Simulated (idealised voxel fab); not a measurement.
Herein follows the process module entitled voxel self aligned vias.
cross-section cut | 180 nm wide | cells 5 nm
Bands, listed from the top down, are how a cross-section gets written in this document; the cross-section itself is a grid of square cells, and a band is one or more rows of them.
The entry gives the band's vertical extent as a top height and a bottom height in nm, then its horizontal make-up as materials from left to right, each with a width in nm. "blank" stands for empty space; a single material marked "full width" fills the band edge to edge.
It should be noted that heights are counted from 0, beneath which the wafer as supplied is of one material throughout, and that the lowest band possesses no lower boundary but continues downward, as written in "0 and below".
A two-number width, for instance "30->40", indicates that the width is equal to the first number in the top row of the band and to the second number in the bottom row, and that it changes by a constant amount per row of cells.
Key: "left unchanged" - step with no changed cell in the cross-section.
For the entry "Entrapped voids", the listed items are empty spaces with no open way to the top whose size is 8 cells or more; each item follows the pattern width x height at distance, where distance is from the left edge and all three are in nm.
That trailing text on a step's line, after the settings, is the simulator's own remark on the step.
If you see "overlay nm" on a step's line and that step has a mask, it's telling you how far right of where it was planned the mask ended up; a negative number means it went left instead.

Intended process steps:
1: RECEIVE [material Si]
2: CONFORMAL_DEP [material SiO2] [thk nm 10]
3: CONFORMAL_DEP [material SiCN] [thk nm 5]
4: DIRECTIONAL_DEP [material lowk] [thk nm 25]
5: DIRECTIONAL_DEP [material aC] [thk nm 15]
6: PATTERN [tone open] [mask id LINES] [material resist] [width nm 30] [pitch nm 55] [thk nm 30] [overlay nm 0]
7: DIRECTIONAL_ETCH [etch materials aC] [depth nm 15]
8: STRIP [etch materials resist]
9: DIRECTIONAL_ETCH [etch materials lowk] [depth nm 25]
10: STRIP [etch materials aC]
11: CONFORMAL_DEP [material TiN] [thk nm 5]
12: FILL_DEP [material Ru] [thk nm 5]
13: CMP [height nm 40]
14: SELECTIVE_ETCH [etch materials W Ru TiN] [depth nm 10]
15: FILL_DEP [material SiN] [thk nm 5]
16: CMP [height nm 40]
17: DIRECTIONAL_DEP [material lowk] [thk nm 20]
18: DIRECTIONAL_DEP [material aC] [thk nm 10]
19: PATTERN [tone open] [mask id VIAS] [material resist] [width nm 40] [pitch nm 55] [thk nm 30] [overlay nm 0]
20: DIRECTIONAL_ETCH [etch materials aC] [depth nm 10]
21: STRIP [etch materials resist]
22: DIRECTIONAL_ETCH [etch materials lowk] [depth nm 20]
23: DIRECTIONAL_ETCH [etch materials SiN] [depth nm 10]
24: STRIP [etch materials aC]
25: CONFORMAL_DEP [material TiN] [thk nm 5]
26: FILL_DEP [material Cu] [thk nm 5]
27: CMP [height nm 60]
28: CONFORMAL_DEP [material SiCN] [thk nm 5]

This is the cross-section of the wafer as we received it, i.e. after step 1:
    0 and below  Si full width
    Entrapped voids: none

One mistake in running the module, otherwise start and plan as above: cross-section at the end:
    65 down to 60  SiCN full width
    60 down to 45  lowk 40, then TiN 5, then Cu 30, then TiN 5, then lowk 15, then TiN 5, then Cu 30, then TiN 5, then lowk 45
    45 down to 40  lowk 40, then TiN 40, then lowk 15, then TiN 40, then lowk 45
    40 down to 30  SiN 40, then TiN 5, then lowk 30, then TiN 5, then SiN 15, then TiN 5, then lowk 30, then TiN 5, then SiN 45
    30 down to 20  Ru 40, then TiN 5, then lowk 30, then TiN 5, then Ru 15, then TiN 5, then lowk 30, then TiN 5, then Ru 45
    20 down to 15  TiN 45, then lowk 30, then TiN 25, then lowk 30, then TiN 50
    15 down to 10  SiCN full width
    10 down to 0  SiO2 full width
    0 and below  Si full width
    Entrapped voids: none
It is concluded that the wafer was processed incorrectly with respect to the plan, in that step 6, actual vs plan mismatch, actual run PATTERN [tone cover] [mask id LINES] [material resist] [width nm 30] [pitch nm 55] [thk nm 30] [overlay nm 0]
